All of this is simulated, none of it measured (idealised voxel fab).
Proc. module: voxel spacer lines
It is cross-section cut that appears here, measuring 240 nm in width, its square cells being 5 nm in size.
Cross-section layout: square cells on a grid; listed as bands, top to bottom; a band spans one or more cell rows. This entry defines a band. It first specifies the height of the band's top and the height of its bottom in nm, and then specifies the band's materials from left to right, stating each material with its width in nm. The word "everywhere" identifies a single material that fills the band from edge to edge, while the word "blank" identifies empty space. Note: height 0 marks the level under which the wafer is uniformly one material as received. Lowest band unbounded below, written "0 and below". Width spec "30 to 40" -> top row of cells at first value, bottom row at second value, equal per-row change in between. Reading "no change" for a step: not a cell of the cross-section changed in it. "Internal closed voids" specifies each empty space that is not open to the top and that occupies no fewer than 8 cells, using the form width x height at distance, the distance measured from the left edge and all three quantities in nm. Read whatever lies past the settings on a step's line as the simulator's own remark about the step. overlay nm: for a step with a mask, the amount by which the mask lay right of where it was planned; a negative amount means left of it.

### Set out below are the planned steps of the process
1) RECEIVE | material Si
2) CONFORMAL_DEP | material SiO2 | thk nm 5
3) DIRECTIONAL_DEP | material TiN | thk nm 20
4) DIRECTIONAL_DEP | material aC | thk nm 20
5) PATTERN | tone cover | mask id MANDREL | material resist | width nm 20 | pitch nm 70 | thk nm 30 | overlay nm 0
6) DIRECTIONAL_ETCH | etch materials aC | depth nm 20
7) STRIP | etch materials resist
8) CONFORMAL_DEP | material SiN | thk nm 15
9) DIRECTIONAL_ETCH | etch materials SiN | depth nm 15
10) STRIP | etch materials aC
11) DIRECTIONAL_ETCH | etch materials TiN | depth nm 20
12) STRIP | etch materials SiN
13) FILL_DEP | material SiO2 | thk nm 5
14) CMP | height nm 25

### Cross-section of the wafer as it came to us, i.e., already through step 1
    0 and below: Si everywhere
    Internal closed voids: none

### Module complete, cross-section. Starting point and plan per above. One mistake made in running the module
    15 down to 5: SiO2 60 nm  TiN 15 nm  SiO2 20 nm  TiN 15 nm  SiO2 20 nm  TiN 15 nm  SiO2 20 nm  TiN 15 nm  SiO2 60 nm
    5 down to 0: SiO2 everywhere
    0 and below: Si everywhere
    Internal closed voids: none
Run error: step 14 ran with different settings than intended, the actual operation and settings being CMP | height nm 15
